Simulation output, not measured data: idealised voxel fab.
You're looking at the process module voxel gate over fins.
Pictured: cross-section cut, 250 nm wide, on a grid of 5 nm square cells.
Think of the cross-section as a grid of square cells. We describe it in bands, top to bottom, and each band covers one or more rows of those cells.
For a band, the entry starts with two heights in nm, that of the top and then that of the bottom, and carries on with the band's materials in order from left to right, each alongside its width in nm; the word "all across" beside a single material means it fills the band edge to edge, and "empty" means empty space.
A quick word on heights: they are counted from 0, and under that level the wafer as it came to us is one material throughout. The lowest band is different from the rest in having no bottom; it simply continues downward, written as in "z 0 and below".
The expression "30->40" gives the width at the extremes of the band, the first number at its top row of cells and the second at its bottom row, with the width changing by equal amounts from each row to the next in between.
Step marked "nothing changed"? Then no cell in the cross-section changed in it.
In the "closed voids" entry, you get each enclosed empty space of 8 cells or more, one with no open way to the top, written width x height at distance, distance from the left edge, in nm.
On each step's line, the part that comes after the settings is the simulator's own comment on the step.
The line of a step may include "overlay nm". On a step with a mask, this value is how far to the right of its planned place the mask lay. A negative value means the mask lay to the left.
Process steps foreseen in the plan:
step 1: op RECEIVE | material Si
step 2: op CONFORMAL_DEP | material SiN | thk nm 5
step 3: op PATTERN | tone cover | mask id FINS | material resist | width nm 15 | pitch nm 50 | thk nm 20 | overlay nm 0
step 4: op DIRECTIONAL_ETCH | etch materials SiN | depth nm 5
step 5: op DIRECTIONAL_ETCH | etch materials Si | depth nm 35
step 6: op STRIP | etch materials resist
step 7: op OXIDIZE | depth nm 5
step 8: op FILL_DEP | material SiO2 | thk nm 15
step 9: op CMP | height nm 5
step 10: op PATTERN | tone open | mask id RAIL | material resist | width nm 15 | thk nm 20 | overlay nm 0
step 11: op DIRECTIONAL_ETCH | etch materials SiO2 | depth nm 35
step 12: op STRIP | etch materials resist
step 13: op CONFORMAL_DEP | material TiN | thk nm 5
step 14: op FILL_DEP | material W | thk nm 5
step 15: op CMP | height nm 5
step 16: op SELECTIVE_ETCH | etch materials W Ru TiN | depth nm 25
step 17: op FILL_DEP | material SiO2 | thk nm 5
step 18: op CMP | height nm 5
step 19: op SELECTIVE_ETCH | etch materials SiO2 | depth nm 20
step 20: op STRIP | etch materials SiN
step 21: op CONFORMAL_DEP | material HfO2 | thk nm 5
step 22: op CONFORMAL_DEP | material TiN | thk nm 5
step 23: op FILL_DEP | material W | thk nm 10
step 24: op CMP | height nm 15
step 25: op CONFORMAL_DEP | material SiN | thk nm 5
The cross-section here shows the wafer as received, i.e. in its state after step 1:
> z 0 and below: Si all across
> closed voids: none
Starting structure and process plan are as shown above, but one mistake was made in running the module; the wafer cross-section at the end of the module follows:
> z 15 to 10: SiN all across
> z 10 to 5: 60 nm W, then 25 nm TiN, then 25 nm W, then 25 nm TiN, then 25 nm W, then 25 nm TiN, then 65 nm W
> z 5 to 0: 60 nm W, then 5 nm TiN, then 15 nm HfO2, then 5 nm TiN, then 25 nm W, then 5 nm TiN, then 15 nm HfO2, then 5 nm TiN, then 25 nm W, then 5 nm TiN, then 15 nm HfO2, then 5 nm TiN, then 65 nm W
> z 0 to -5: 60 nm W, then 5 nm TiN, then 5 nm HfO2, then 5 nm Si, then 5 nm HfO2, then 5 nm TiN, then 25 nm W, then 5 nm TiN, then 5 nm HfO2, then 5 nm Si, then 5 nm HfO2, then 5 nm TiN, then 25 nm W, then 5 nm TiN, then 5 nm HfO2, then 5 nm Si, then 5 nm HfO2, then 5 nm TiN, then 65 nm W
> z -5 to -10: 65 nm TiN, then 5 nm HfO2, then 5 nm Si, then 5 nm HfO2, then 35 nm TiN, then 5 nm HfO2, then 5 nm Si, then 5 nm HfO2, then 35 nm TiN, then 5 nm HfO2, then 5 nm Si, then 5 nm HfO2, then 70 nm TiN
> z -10 to -15: 70 nm HfO2, then 5 nm Si, then 45 nm HfO2, then 5 nm Si, then 45 nm HfO2, then 5 nm Si, then 75 nm HfO2
> z -15 to -20: 70 nm SiO2, then 5 nm Si, then 45 nm SiO2, then 5 nm Si, then 45 nm SiO2, then 5 nm Si, then 75 nm SiO2
> z -20 to -25: 70 nm SiO2, then 5 nm Si, then 15 nm SiO2, then 5 nm TiN, then 5 nm W, then 5 nm TiN, then 15 nm SiO2, then 5 nm Si, then 45 nm SiO2, then 5 nm Si, then 75 nm SiO2
> z -25 to -30: 70 nm SiO2, then 5 nm Si, then 15 nm SiO2, then 15 nm TiN, then 15 nm SiO2, then 5 nm Si, then 45 nm SiO2, then 5 nm Si, then 75 nm SiO2
> z -30 to -40: 70 nm SiO2, then 5 nm Si, then 45 nm SiO2, then 5 nm Si, then 45 nm SiO2, then 5 nm Si, then 75 nm SiO2
> z -40 and below: Si all across
> closed voids: none
Short version of what went wrong: not per plan at step 24, really ran op CMP | height nm 10
